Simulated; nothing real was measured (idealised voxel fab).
The following is a process module called voxel lift off.
The cross-section on display is named cut; it measures 265 nm wide, and its cells are 5 nm squares.
The cross-sections in this document take the form of a grid made of square cells. They are written out as bands, in order from top to bottom. Each band consists of one or more rows of cells. Band entry format. Leading values: height of top, height of bottom, nm. Remainder: materials in left-to-right order, each with its width in nm. Special words: "edge to edge" on a single material, which then fills the band edge to edge; "air", empty space. Convention: height 0 is the level below which the wafer, as received, is all one material. The lowest band does not terminate at the bottom but continues downward, represented as "from 0 down". It should be noted that a width expressed as "30..40" varies in equal increments from row to row of cells within the band, taking the value of the first number at the top row and that of the second number at the bottom row. "nothing changed", as given for a step, is the statement that not any cell of the cross-section underwent a change during that step. Entry "Sealed internal voids". Content: empty spaces with no open connection to the top, size 8 cells or greater. Each: width x height at distance. Distance: from left edge. Unit: nm. Anything after a step's settings on that line? It's the simulator's own note about the step. What "overlay nm" on a step's line means: if the step has a mask, that mask lay this far to the right of its planned place, or, when the value is negative, to the left.

THE PROCESS STEPS THAT WERE PLANNED ARE LISTED BELOW
1: RECEIVE,material Si
2: CONFORMAL_DEP,material SiO2,thk nm 5
3: PATTERN,tone open,mask id LINES,material resist,width nm 20,pitch nm 50,thk nm 30,overlay nm 0
4: DIRECTIONAL_DEP,material Ru,thk nm 15
5: STRIP,etch materials resist
6: CONFORMAL_DEP,material SiO2,thk nm 5

FIRST WAFER OUT OF TWO, PROCESSED AS PLANNED

DELIVERED WAFER IN CROSS-SECTION: STATE AFTER STEP 1
> from 0 down  Si edge to edge
> Sealed internal voids: none

CROSS-SECTION: WAFER STATE AFTER STEP 2
> from 5 to 0  SiO2 edge to edge
> Anything lower than 0 is untouched.

CROSS-SECTION: WAFER STATE AFTER STEP 3
> from 35 to 5  resist (95) | air (20) | resist (30) | air (20) | resist (100)
> Anything lower than 5 is untouched.

CROSS-SECTION: WAFER STATE AFTER STEP 4
> from 50 to 35  Ru (95) | air (20) | Ru (30) | air (20) | Ru (100)
> from 35 to 20  resist (95) | air (20) | resist (30) | air (20) | resist (100)
> from 20 to 5  resist (95) | Ru (20) | resist (30) | Ru (20) | resist (100)
> Anything lower than 5 is untouched.

CROSS-SECTION: WAFER STATE AFTER STEP 5
> from 20 to 5  air (95) | Ru (20) | air (30) | Ru (20) | air (100)
> Anything lower than 5 is untouched.

CROSS-SECTION: WAFER STATE AFTER STEP 6
> from 25 to 20  air (90) | SiO2 (30) | air (20) | SiO2 (30) | air (95)
> from 20 to 10  air (90) | SiO2 (5) | Ru (20) | SiO2 (5) | air (20) | SiO2 (5) | Ru (20) | SiO2 (5) | air (95)
> from 10 to 5  SiO2 (95) | Ru (20) | SiO2 (30) | Ru (20) | SiO2 (100)
> Anything lower than 5 is untouched.

HERE THE SECOND WAFER IS DESCRIBED. ITS START AND ITS PLAN WERE THOSE OF THE FIRST WAFER. ITS RUN CONTAINED ONE MISTAKE. UP TO AND INCLUDING STEP 5, IT DID EXACTLY WHAT THE FIRST WAFER DID

Second wafer: cross-section at the scheduled end of step 6: nothing changed
What was done differently from what was planned? step 6 of the plan was excluded from execution and never run
Bottom line after processing is that, in cells, the second wafer is up or down on some materials versus the first: SiO2 -65
